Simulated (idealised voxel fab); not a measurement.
process module | voxel plated lines
cross-section cut | 295 nm wide | cells 5 nm
A cross-section is a grid of square cells, given in bands from the top down. A band is one or more rows of cells.
Each band's line starts with the height of the band's top and of its bottom, in nm. Then come its materials from left to right, each with its width in nm. One material with "throughout" fills the band from edge to edge. "air" is empty space.
Height 0 is the level under which the wafer as received is all one material. The lowest band goes on downwards, as in "0 down".
A width such as "30 to 40" changes by the same amount from each row of cells to the next, from the band's top row to its bottom row.
"no change" after a step means that no cell of the cross-section changed.
closed voids: empty space of 8 cells or more with no open way to the top, each as width x height at its distance from the left edge, in nm
after a step's settings: what the simulator itself notes on the step
overlay nm, on a step with a mask: how far to the right of its planned place the mask lay; to the left if negative
plan
1 op RECEIVE | material Si
2 op CONFORMAL_DEP | material Al2O3 | thk nm 10
3 op DIRECTIONAL_DEP | material TiN | thk nm 5
4 op PATTERN | tone open | mask id LINES | material resist | width nm 30 | pitch nm 60 | thk nm 20 | overlay nm 0
5 op EPI | material Ru | thk nm 10
6 op STRIP | etch materials resist
7 op DIRECTIONAL_ETCH | etch materials TiN | depth nm 5
8 op CONFORMAL_DEP | material SiN | thk nm 10
as received, after step 1
  0 down: Si throughout
  closed voids: none
a wafer at the end: this start, this plan, one mistake
  35 to 25: SiN 80 | air 10 | SiN 50 | air 10 | SiN 50 | air 10 | SiN 85
  25 to 20: Ru 70 | SiN 10 | air 10 | SiN 10 | Ru 30 | SiN 10 | air 10 | SiN 10 | Ru 30 | SiN 10 | air 10 | SiN 10 | Ru 75
  20 to 15: Ru 70 | SiN 30 | Ru 30 | SiN 30 | Ru 30 | SiN 30 | Ru 75
  15 to 10: TiN 70 | SiN 30 | TiN 30 | SiN 30 | TiN 30 | SiN 30 | TiN 75
  10 to 0: Al2O3 throughout
  0 down: Si throughout
  closed voids: none
what went wrong: step 4 ran as: op PATTERN | tone cover | mask id LINES | material resist | width nm 30 | pitch nm 60 | thk nm 20 | overlay nm 0
